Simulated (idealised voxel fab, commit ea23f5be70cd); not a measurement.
process module | voxel transistor to metal
cross-section cut | 200 nm wide | cells 5 nm
A cross-section is a grid of square cells, given in bands from the top down. A band is one or more rows of cells.
Each band's line starts with the height of the band's top and of its bottom, in nm. Then come its materials from left to right, each with its width in nm. One material with "throughout" fills the band from edge to edge. "air" is empty space.
Height 0 is the level under which the wafer as received is all one material. The lowest band goes on downwards, as in "0 down".
A width such as "30 to 40" changes by the same amount from each row of cells to the next, from the band's top row to its bottom row.
"no change" after a step means that no cell of the cross-section changed.
closed voids: empty space of 8 cells or more with no open way to the top, each as width x height at its distance from the left edge, in nm
after a step's settings: what the simulator itself notes on the step
overlay nm, on a step with a mask: how far to the right of its planned place the mask lay; to the left if negative
plan
1 op RECEIVE | material Si
2 op CONFORMAL_DEP | material SiO2 | thk nm 5
3 op CONFORMAL_DEP | material SiN | thk nm 15
4 op DIRECTIONAL_DEP | material aC | thk nm 10
5 op PATTERN | tone cover | mask id ACTIVE | material resist | width nm 110 | thk nm 30 | overlay nm 0
6 op DIRECTIONAL_ETCH | etch materials aC | depth nm 10
7 op STRIP | etch materials resist
8 op DIRECTIONAL_ETCH | etch materials SiN | depth nm 15
9 op DIRECTIONAL_ETCH | etch materials SiO2 | depth nm 5
10 op DIRECTIONAL_ETCH | etch materials Si | depth nm 30
11 op STRIP | etch materials aC
12 op OXIDIZE | depth nm 5
13 op FILL_DEP | material SiO2 | thk nm 15
14 op CMP | height nm 20
15 op SELECTIVE_ETCH | etch materials SiO2 | depth nm 10
16 op STRIP | etch materials SiN
17 op SELECTIVE_ETCH | etch materials SiO2 | depth nm 5
18 op OXIDIZE | depth nm 5
19 op DIRECTIONAL_DEP | material polySi | thk nm 25
20 op DIRECTIONAL_DEP | material SiCN | thk nm 10
21 op MASKED_ETCH | tone cover | mask id GATE | width nm 20 | etch materials SiCN | depth nm 20 | overlay nm 0
22 op MASKED_ETCH | tone cover | mask id GATE | width nm 20 | etch materials polySi | depth nm 35 | overlay nm 0
23 op CONFORMAL_DEP | material SiO2 | thk nm 5
24 op DIRECTIONAL_ETCH | etch materials SiO2 | depth nm 5
25 op CONFORMAL_DEP | material SiN | thk nm 5
26 op DIRECTIONAL_ETCH | etch materials SiN | depth nm 5
27 op DIRECTIONAL_ETCH | etch materials SiO2 | depth nm 5
28 op DIRECTIONAL_ETCH | etch materials Si | depth nm 15
29 op EPI | material nSi | thk nm 15
30 op FILL_DEP | material SiO2 | thk nm 10
31 op CMP | height nm 35
32 op DIRECTIONAL_DEP | material SiO2 | thk nm 10
33 op DIRECTIONAL_DEP | material aC | thk nm 15
34 op PATTERN | tone open | mask id CONTACT | material resist | width nm 15 | pitch nm 75 | thk nm 35 | overlay nm 0
35 op DIRECTIONAL_ETCH | etch materials aC | depth nm 15
36 op STRIP | etch materials resist
37 op DIRECTIONAL_ETCH | etch materials SiO2 | depth nm 50
38 op STRIP | etch materials aC
39 op CONFORMAL_DEP | material TiN | thk nm 5
40 op FILL_DEP | material Ru | thk nm 10
41 op CMP | height nm 45
42 op DIRECTIONAL_DEP | material TiN | thk nm 5
43 op DIRECTIONAL_DEP | material Ru | thk nm 15
44 op DIRECTIONAL_DEP | material aC | thk nm 10
45 op PATTERN | tone cover | mask id METAL_1 | material resist | width nm 15 | pitch nm 75 | thk nm 30 | overlay nm 0
46 op DIRECTIONAL_ETCH | etch materials aC | depth nm 10
47 op STRIP | etch materials resist
48 op DIRECTIONAL_ETCH | etch materials Ru | depth nm 15
49 op DIRECTIONAL_ETCH | etch materials TiN | depth nm 5
50 op STRIP | etch materials aC
51 op FILL_DEP | material SiO2 | thk nm 10
52 op CMP | height nm 65
53 op CONFORMAL_DEP | material SiCN | thk nm 5
54 op DIRECTIONAL_DEP | material SiO2 | thk nm 30
55 op DIRECTIONAL_DEP | material aC | thk nm 15
56 op PATTERN | tone open | mask id METAL_2 | material resist | width nm 15 | pitch nm 75 | thk nm 30 | overlay nm 0
57 op DIRECTIONAL_ETCH | etch materials aC | depth nm 15
58 op STRIP | etch materials resist
59 op DIRECTIONAL_ETCH | etch materials SiO2 | depth nm 20
60 op STRIP | etch materials aC
61 op PATTERN | tone open | mask id METAL_2_HOLES | material resist | width nm 15 | pitch nm 75 | thk nm 20 | overlay nm 0
62 op DIRECTIONAL_ETCH | etch materials SiO2 | depth nm 10
63 op DIRECTIONAL_ETCH | etch materials SiCN | depth nm 5
64 op STRIP | etch materials resist
65 op CONFORMAL_DEP | material TiN | thk nm 5
66 op FILL_DEP | material Cu | thk nm 5
67 op CMP | height nm 100
68 op CONFORMAL_DEP | material SiN | thk nm 5
as received, after step 1
  0 down: Si throughout
  closed voids: none
first wafer at the end, as planned
  105 to 100: SiN throughout
  100 to 70: SiO2 55 | TiN 5 | Cu 5 | TiN 5 | SiO2 60 | TiN 5 | Cu 5 | TiN 5 | SiO2 55
  70 to 65: SiCN 55 | TiN 15 | SiCN 60 | TiN 15 | SiCN 55
  65 to 50: SiO2 55 | Ru 15 | SiO2 60 | Ru 15 | SiO2 55
  50 to 45: SiO2 55 | TiN 15 | SiO2 60 | TiN 15 | SiO2 55
  45 to 35: SiO2 55 | TiN 5 | Ru 5 | TiN 5 | SiO2 60 | TiN 5 | Ru 5 | TiN 5 | SiO2 55
  35 to 25: SiO2 55 | TiN 5 | Ru 5 | TiN 5 | SiO2 10 | SiN 5 | SiO2 5 | SiCN 20 | SiO2 5 | SiN 5 | SiO2 10 | TiN 5 | Ru 5 | TiN 5 | SiO2 55
  25 to 15: SiO2 55 | TiN 5 | Ru 5 | TiN 5 | SiO2 10 | SiN 5 | SiO2 5 | polySi 20 | SiO2 5 | SiN 5 | SiO2 10 | TiN 5 | Ru 5 | TiN 5 | SiO2 55
  15 to 10: SiO2 55 | TiN 15 | SiO2 10 | SiN 5 | SiO2 5 | polySi 20 | SiO2 5 | SiN 5 | SiO2 10 | TiN 15 | SiO2 55
  10 to 5: SiO2 55 | TiN 10 | nSi 15 | SiN 5 | SiO2 5 | polySi 20 | SiO2 5 | SiN 5 | nSi 15 | TiN 10 | SiO2 55
  5 to 0: SiO2 45 | SiN 5 | SiO2 5 | TiN 10 | nSi 15 | SiN 5 | SiO2 5 | polySi 20 | SiO2 5 | SiN 5 | nSi 15 | TiN 10 | SiO2 5 | SiN 5 | SiO2 45
  0 to -5: SiO2 55 | TiN 10 | nSi 15 | SiO2 40 | nSi 15 | TiN 10 | SiO2 55
  -5 to -20: SiO2 50 | nSi 30 | Si 40 | nSi 30 | SiO2 50
  -20 to -35: SiO2 50 | Si 100 | SiO2 50
  -35 down: Si throughout
  closed voids: none
second wafer at the end: like start, like plan, one mistake
  105 to 100: SiN throughout
  100 to 95: Cu throughout
  95 to 90: TiN 60 | Cu 5 | TiN 70 | Cu 5 | TiN 60
  90 to 85: SiO2 55 | TiN 5 | Cu 5 | TiN 5 | SiO2 60 | TiN 5 | Cu 5 | TiN 5 | SiO2 55
  85 to 80: SiO2 55 | TiN 15 | SiO2 60 | TiN 15 | SiO2 55
  80 to 70: SiO2 throughout
  70 to 65: SiCN throughout
  65 to 50: SiO2 55 | Ru 15 | SiO2 60 | Ru 15 | SiO2 55
  50 to 45: SiO2 55 | TiN 15 | SiO2 60 | TiN 15 | SiO2 55
  45 to 35: SiO2 55 | TiN 5 | Ru 5 | TiN 5 | SiO2 60 | TiN 5 | Ru 5 | TiN 5 | SiO2 55
  35 to 25: SiO2 55 | TiN 5 | Ru 5 | TiN 5 | SiO2 10 | SiN 5 | SiO2 5 | SiCN 20 | SiO2 5 | SiN 5 | SiO2 10 | TiN 5 | Ru 5 | TiN 5 | SiO2 55
  25 to 15: SiO2 55 | TiN 5 | Ru 5 | TiN 5 | SiO2 10 | SiN 5 | SiO2 5 | polySi 20 | SiO2 5 | SiN 5 | SiO2 10 | TiN 5 | Ru 5 | TiN 5 | SiO2 55
  15 to 10: SiO2 55 | TiN 15 | SiO2 10 | SiN 5 | SiO2 5 | polySi 20 | SiO2 5 | SiN 5 | SiO2 10 | TiN 15 | SiO2 55
  10 to 5: SiO2 55 | TiN 10 | nSi 15 | SiN 5 | SiO2 5 | polySi 20 | SiO2 5 | SiN 5 | nSi 15 | TiN 10 | SiO2 55
  5 to 0: SiO2 45 | SiN 5 | SiO2 5 | TiN 10 | nSi 15 | SiN 5 | SiO2 5 | polySi 20 | SiO2 5 | SiN 5 | nSi 15 | TiN 10 | SiO2 5 | SiN 5 | SiO2 45
  0 to -5: SiO2 55 | TiN 10 | nSi 15 | SiO2 40 | nSi 15 | TiN 10 | SiO2 55
  -5 to -20: SiO2 50 | nSi 30 | Si 40 | nSi 30 | SiO2 50
  -20 to -35: SiO2 50 | Si 100 | SiO2 50
  -35 down: Si throughout
  closed voids: none
what went wrong: step 61 ran as: op PATTERN | tone cover | mask id METAL_2_HOLES | material resist | width nm 15 | pitch nm 75 | thk nm 20 | overlay nm 0
at the end the second wafer has, in cells: 32 more of Cu | 6 more of SiCN | 56 fewer of SiO2 | 18 more of TiN
